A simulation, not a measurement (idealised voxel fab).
Process module under the name voxel self aligned contacts
Shown is cross-section cut, with a width of 285 nm and square cells of size 5 nm.
Cross-sections here: square-cell grids, written as top-down lists of bands, a band being one or more rows of cells. Band: top height; bottom height; in nm. Then, left to right: material with width in nm, for each material. "edge to edge": a single material spanning edge to edge. "blank": empty space. Height is counted from the level 0, under which the received wafer is composed throughout of one material. The lowest of the bands is not closed at the bottom but continues downward, in the notation "0 -> down". Top row gets the first number, bottom row gets the second, and each row in between changes by the same step: that is how a band width like "30..40" works. You'll sometimes find "nothing was modified" written for a step, and that's the way of saying that nowhere in the cross-section did a cell change during that step. "Voids, fully enclosed" enumerates empty spaces isolated from the top, with no open way to it, that contain at least 8 cells, giving each as width x height at distance from the left edge, all three in nm. Heads up: the bit after the settings on a step's line is the simulator's remark on that step. overlay nm: where the mask lay relative to plan, measured to the right, on steps with a mask; negatives go left.

[Here's what the planned process steps look like]
1,RECEIVE [material Si]
2,OXIDIZE [depth nm 5]
3,DIRECTIONAL_DEP [material polySi] [thk nm 20]
4,DIRECTIONAL_DEP [material SiN] [thk nm 20]
5,DIRECTIONAL_DEP [material aC] [thk nm 10]
6,PATTERN [tone cover] [mask id GATE] [material resist] [width nm 25] [pitch nm 55] [thk nm 30] [overlay nm 0]
7,DIRECTIONAL_ETCH [etch materials aC] [depth nm 10]
8,STRIP [etch materials resist]
9,DIRECTIONAL_ETCH [etch materials SiN] [depth nm 20]
10,DIRECTIONAL_ETCH [etch materials polySi] [depth nm 20]
11,STRIP [etch materials aC]
12,CONFORMAL_DEP [material SiN] [thk nm 5]
13,DIRECTIONAL_ETCH [etch materials SiN] [depth nm 5]
14,FILL_DEP [material SiO2] [thk nm 10]
15,CMP [height nm 45]
16,PATTERN [tone open] [mask id CONTACT] [material resist] [width nm 40] [pitch nm 55] [thk nm 15] [overlay nm 0]
17,DIRECTIONAL_ETCH [etch materials SiO2] [depth nm 50]
18,STRIP [etch materials resist]
19,CONFORMAL_DEP [material TiN] [thk nm 5]
20,FILL_DEP [material W] [thk nm 5]
21,CMP [height nm 45]
22,CONFORMAL_DEP [material SiCN] [thk nm 5]

[Incoming wafer, cross-sectional view, post step 1]
  0 -> down: Si edge to edge
  Voids, fully enclosed: none

[Wafer cross-section at module end: first of two, run to plan]
  50 -> 45: SiCN edge to edge
  45 -> 40: 95 of SiO2 | 15 of TiN | 10 of W | 15 of TiN | 15 of SiO2 | 15 of TiN | 10 of W | 15 of TiN | 95 of SiO2
  40 -> 20: 70 of SiO2 | 35 of SiN | 5 of TiN | 10 of W | 5 of TiN | 35 of SiN | 5 of TiN | 10 of W | 5 of TiN | 35 of SiN | 70 of SiO2
  20 -> 0: 70 of SiO2 | 5 of SiN | 25 of polySi | 5 of SiN | 5 of TiN | 10 of W | 5 of TiN | 5 of SiN | 25 of polySi | 5 of SiN | 5 of TiN | 10 of W | 5 of TiN | 5 of SiN | 25 of polySi | 5 of SiN | 70 of SiO2
  0 -> -5: 105 of SiO2 | 20 of TiN | 35 of SiO2 | 20 of TiN | 105 of SiO2
  -5 -> down: Si edge to edge
  Voids, fully enclosed: none

[Cross-sectional image of the second wafer of the two following completion of the module. Starting state and process plan were the same as for the first wafer; one execution error occurred]
  50 -> 45: SiCN edge to edge
  45 -> 40: 95 of SiO2 | 40 of TiN | 15 of SiO2 | 40 of TiN | 95 of SiO2
  40 -> 20: 80 of SiN | 15 of SiO2 | 40 of SiN | 15 of SiO2 | 40 of SiN | 15 of SiO2 | 80 of SiN
  20 -> 0: 75 of polySi | 5 of SiN | 15 of SiO2 | 5 of SiN | 30 of polySi | 5 of SiN | 15 of SiO2 | 5 of SiN | 30 of polySi | 5 of SiN | 15 of SiO2 | 5 of SiN | 75 of polySi
  0 -> -5: SiO2 edge to edge
  -5 -> down: Si edge to edge
  Voids, fully enclosed: none
The plan and the run diverged here: step 6 deviated from plan and actually ran as PATTERN [tone open] [mask id GATE] [material resist] [width nm 25] [pitch nm 55] [thk nm 30] [overlay nm 0]
In the final state, the cell counts of the second wafer exceed or fall short of those of the first for the following materials: SiN: 108 more; SiO2: 144 fewer; TiN: 36 fewer; W: 36 fewer; polySi: 108 more
